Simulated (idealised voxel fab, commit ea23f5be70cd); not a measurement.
Documented hereafter: the process module known as voxel fin reveal.
For reference, the cross-section in this document is cut, with width 245 nm and square cells of 5 nm.
A cross-section in this document is a grid of square cells, and it is written down as bands, the top band listed before the ones below it; a band is made up of one or more rows of cells. Within each band entry, the heights of the top and of the bottom of the band appear first, in that order and in nm; the materials of the band then follow from left to right, each with its corresponding width in nm. The designation "edge to edge" on a single material indicates that it fills the band from edge to edge; the designation "air" indicates empty space. Heads up on the height convention: 0 is the point under which the incoming wafer is all one material, and the lowest band has no bottom, it just keeps going down, like "0 -> down". The two numbers in a width such as "30 to 40" mark its ends across the band: the first belongs to the top row of cells, the second to the bottom row, and from each row to the next the width moves by the same amount. What does "no change occurred" mean for a step? It means no cell of the cross-section changed in that step. "Enclosed cavities" - sealed voids, min. 8 cells, no opening to top; format: width x height at distance (distance from left edge; nm throughout). Text after the settings on a step's line: the simulator's own remark on that step. Regarding "overlay nm": on a step with a mask, it is the distance the mask lay to the right of its planned place; a negative value places it to the left.

LISTED BELOW ARE THE PROCESS STEPS AS PLANNED
1. RECEIVE with material Si
2. CONFORMAL_DEP with material SiN, thk nm 10
3. MASKED_ETCH with tone cover, mask id FINS, width nm 15, pitch nm 40, etch materials SiN, depth nm 10, overlay nm 0
4. MASKED_ETCH with tone cover, mask id FINS, width nm 15, pitch nm 40, etch materials Si, depth nm 35, overlay nm 0
5. OXIDIZE with depth nm 5
6. FILL_DEP with material SiO2, thk nm 15
7. CMP with height nm 10
8. SELECTIVE_ETCH with etch materials SiO2, depth nm 20
9. STRIP with etch materials SiN
10. CONFORMAL_DEP with material HfO2, thk nm 5

CROSS-SECTION OF THE WAFER AS IT CAME TO US, I.E., ALREADY THROUGH STEP 1
	0 -> down = Si edge to edge
	Enclosed cavities: none

FIRST OF TWO WAFERS, END-OF-MODULE SECTION, RUN FOLLOWED PLAN
	5 -> 0 = 55 of air, 15 of HfO2, 25 of air, 15 of HfO2, 25 of air, 15 of HfO2, 25 of air, 15 of HfO2, 55 of air
	0 -> -5 = 55 of air, 5 of HfO2, 5 of Si, 5 of HfO2, 25 of air, 5 of HfO2, 5 of Si, 5 of HfO2, 25 of air, 5 of HfO2, 5 of Si, 5 of HfO2, 25 of air, 5 of HfO2, 5 of Si, 5 of HfO2, 55 of air
	-5 -> -10 = 60 of HfO2, 5 of Si, 35 of HfO2, 5 of Si, 35 of HfO2, 5 of Si, 35 of HfO2, 5 of Si, 60 of HfO2
	-10 -> -40 = 60 of SiO2, 5 of Si, 35 of SiO2, 5 of Si, 35 of SiO2, 5 of Si, 35 of SiO2, 5 of Si, 60 of SiO2
	-40 -> down = Si edge to edge
	Enclosed cavities: none

SO THIS IS WAFER NUMBER TWO OF THE TWO, CUT AT THE END OF THE MODULE - IT STARTED WHERE THE FIRST DID AND HAD THE SAME PLAN, WE JUST GOT ONE THING WRONG RUNNING IT
	5 -> 0 = 55 of air, 15 of HfO2, 25 of air, 15 of HfO2, 25 of air, 15 of HfO2, 25 of air, 15 of HfO2, 55 of air
	0 -> -5 = 55 of air, 5 of HfO2, 5 of Si, 5 of HfO2, 25 of air, 5 of HfO2, 5 of Si, 5 of HfO2, 25 of air, 5 of HfO2, 5 of Si, 5 of HfO2, 25 of air, 5 of HfO2, 5 of Si, 5 of HfO2, 55 of air
	-5 -> -10 = 60 of HfO2, 5 of Si, 35 of HfO2, 5 of Si, 35 of HfO2, 5 of Si, 35 of HfO2, 5 of Si, 60 of HfO2
	-10 -> -35 = 60 of SiO2, 5 of Si, 35 of SiO2, 5 of Si, 35 of SiO2, 5 of Si, 35 of SiO2, 5 of Si, 60 of SiO2
	-35 -> down = Si edge to edge
	Enclosed cavities: none
Nonconformance to the process plan: the process deviated at step 4: the operation and settings actually run there were MASKED_ETCH with tone cover, mask id FINS, width nm 15, pitch nm 40, etch materials Si, depth nm 30, overlay nm 0
Wafer comparison, final, in cells, second relative to first, materials more or fewer: 45 more of Si, 45 fewer of SiO2
